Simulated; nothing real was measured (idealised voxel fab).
The document below concerns the process module designated voxel spacer lines.
This is section cut - it's 240 nm across, gridded in 5 nm square cells.
We lay out every cross-section as a grid of square cells and spell it out in bands from the top down, where one band means one or more rows of cells.
Heights first: top, then bottom, in nm. Then materials, left to right, each with a width in nm. "full width" on a single material: fills the band edge to edge. "air": empty space.
Counting heights begins at 0, where everything beneath is, in the wafer as received, one material. The lowest band has no bottom; it goes on downwards, as "0..down" shows.
When a width is written as two numbers, as in "30->40", the first number is the width in the top row of cells of the band and the second is the width in its bottom row, and the width changes by the same amount from each row to the next.
Step note "remains unaltered" = no cross-section cell changed.
"Closed cavity list" means: voids of 8 cells or more that are shut off from the top with no open way through. Written width x height at distance, distance from the left edge, in nm.
after a step's settings: what the simulator itself notes on the step
"overlay nm" on a masked step: distance the mask lay right of its planned place, negative for left.
### So here's the lineup of process steps we planned
- 1: RECEIVE [material Si]
- 2: CONFORMAL_DEP [material SiO2] [thk nm 5]
- 3: DIRECTIONAL_DEP [material TiN] [thk nm 20]
- 4: DIRECTIONAL_DEP [material aC] [thk nm 20]
- 5: PATTERN [tone cover] [mask id MANDREL] [material resist] [width nm 20] [pitch nm 70] [thk nm 30] [overlay nm 0]
- 6: DIRECTIONAL_ETCH [etch materials aC] [depth nm 20]
- 7: STRIP [etch materials resist]
- 8: CONFORMAL_DEP [material SiN] [thk nm 15]
- 9: DIRECTIONAL_ETCH [etch materials SiN] [depth nm 15]
- 10: STRIP [etch materials aC]
- 11: DIRECTIONAL_ETCH [etch materials TiN] [depth nm 20]
- 12: STRIP [etch materials SiN]
- 13: FILL_DEP [material SiO2] [thk nm 5]
- 14: CMP [height nm 25]
### This is the cross-section of the wafer as we received it, i.e. after step 1
* 0..down: Si full width
* Closed cavity list: none
### First wafer of two, sectioned at end of module; run went per plan
* 25..5: SiO2 (60), TiN (15), SiO2 (20), TiN (15), SiO2 (20), TiN (15), SiO2 (20), TiN (15), SiO2 (60)
* 5..0: SiO2 full width
* 0..down: Si full width
* Closed cavity list: none
### Module end: cross-section of wafer two of two. Same start and process plan as the first wafer. One mistake during execution
* 25..5: SiO2 (60), TiN (15), SiO2 (25), TiN (15), SiO2 (15), TiN (15), SiO2 (25), TiN (15), SiO2 (55)
* 5..0: SiO2 full width
* 0..down: Si full width
* Closed cavity list: none
The mistake made against the process plan was this: contrary to plan, step 5 was performed as PATTERN [tone cover] [mask id MANDREL] [material resist] [width nm 25] [pitch nm 70] [thk nm 30] [overlay nm 0]
at the end the second wafer has, in cells: as many of each material as the first, in other places
